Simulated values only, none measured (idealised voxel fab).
A process module follows: voxel double patterning.
Section cut is 160 nm wide and gridded with 5 nm square cells.
Format of a cross-section: grid, square cells. Given as bands. Order: top down. Band: one or more rows of cells. The band entry comprises the height of the band's top followed by the height of its bottom, expressed in nm, and subsequently the band's materials from left to right, each stated together with its width in nm. Where a single material is marked with the word "full width", that material fills the band from edge to edge. The word "empty" represents empty space. The level at which height equals 0 is the one under which the wafer, as it arrives, is entirely one material. No lower edge exists for the bottom band, which continues downward and is notated as in "from 0 down". Note: "30->40" means the width goes from the first number (top row of the band) to the second number (bottom row) in equal steps per row of cells. What does "left unchanged" mean for a step? It means no cell of the cross-section changed in that step. Basically, "Voids, enclosed" tells you about the enclosed voids: empty spaces with no open way to the top, 8 cells or bigger, each written width x height at distance, where distance is from the left edge, all in nm. Read whatever lies past the settings on a step's line as the simulator's own remark about the step. overlay nm: mask offset rightward from planned place, masked step; negative means leftward offset.
## Process steps - plan
| 1 | RECEIVE: material Si |
| 2 | CONFORMAL_DEP: material SiO2, thk nm 10 |
| 3 | DIRECTIONAL_DEP: material W, thk nm 10 |
| 4 | DIRECTIONAL_DEP: material SiN, thk nm 5 |
| 5 | DIRECTIONAL_DEP: material aC, thk nm 15 |
| 6 | PATTERN: tone open, mask id FIRST, material resist, width nm 15, pitch nm 50, thk nm 35, overlay nm 0 |
| 7 | DIRECTIONAL_ETCH: etch materials aC, depth nm 15 |
| 8 | STRIP: etch materials resist |
| 9 | DIRECTIONAL_ETCH: etch materials SiN, depth nm 5 |
| 10 | STRIP: etch materials aC |
| 11 | DIRECTIONAL_DEP: material aC, thk nm 10 |
| 12 | PATTERN: tone open, mask id SECOND, material resist, width nm 15, thk nm 30, overlay nm 0 |
| 13 | DIRECTIONAL_ETCH: etch materials aC, depth nm 10 |
| 14 | STRIP: etch materials resist |
| 15 | DIRECTIONAL_ETCH: etch materials SiN, depth nm 5 |
| 16 | STRIP: etch materials aC |
| 17 | DIRECTIONAL_ETCH: etch materials W, depth nm 10 |
| 18 | STRIP: etch materials SiN |
## Cross-section of the wafer as it came to us, i.e., already through step 1
	from 0 down: Si full width
	Voids, enclosed: none
## First of two wafers at the end of the module, shown in cross-section; run carried out as planned
	from 20 to 10: 45 of W  15 of empty  10 of W  15 of empty  10 of W  15 of empty  50 of W
	from 10 to 0: SiO2 full width
	from 0 down: Si full width
	Voids, enclosed: none
## Cross-section, wafer two of two, end of module: same start and plan as wafer one, one error in execution
	from 25 to 15: 45 of W  15 of empty  10 of W  15 of empty  10 of W  15 of empty  50 of W
	from 15 to 0: SiO2 full width
	from 0 down: Si full width
	Voids, enclosed: none
Deviation from plan: step 2 did not happen as planned, as run it was CONFORMAL_DEP: material SiO2, thk nm 15
The final cell counts differ between the wafers, with the second having more or fewer of some materials than the first: +32 SiO2
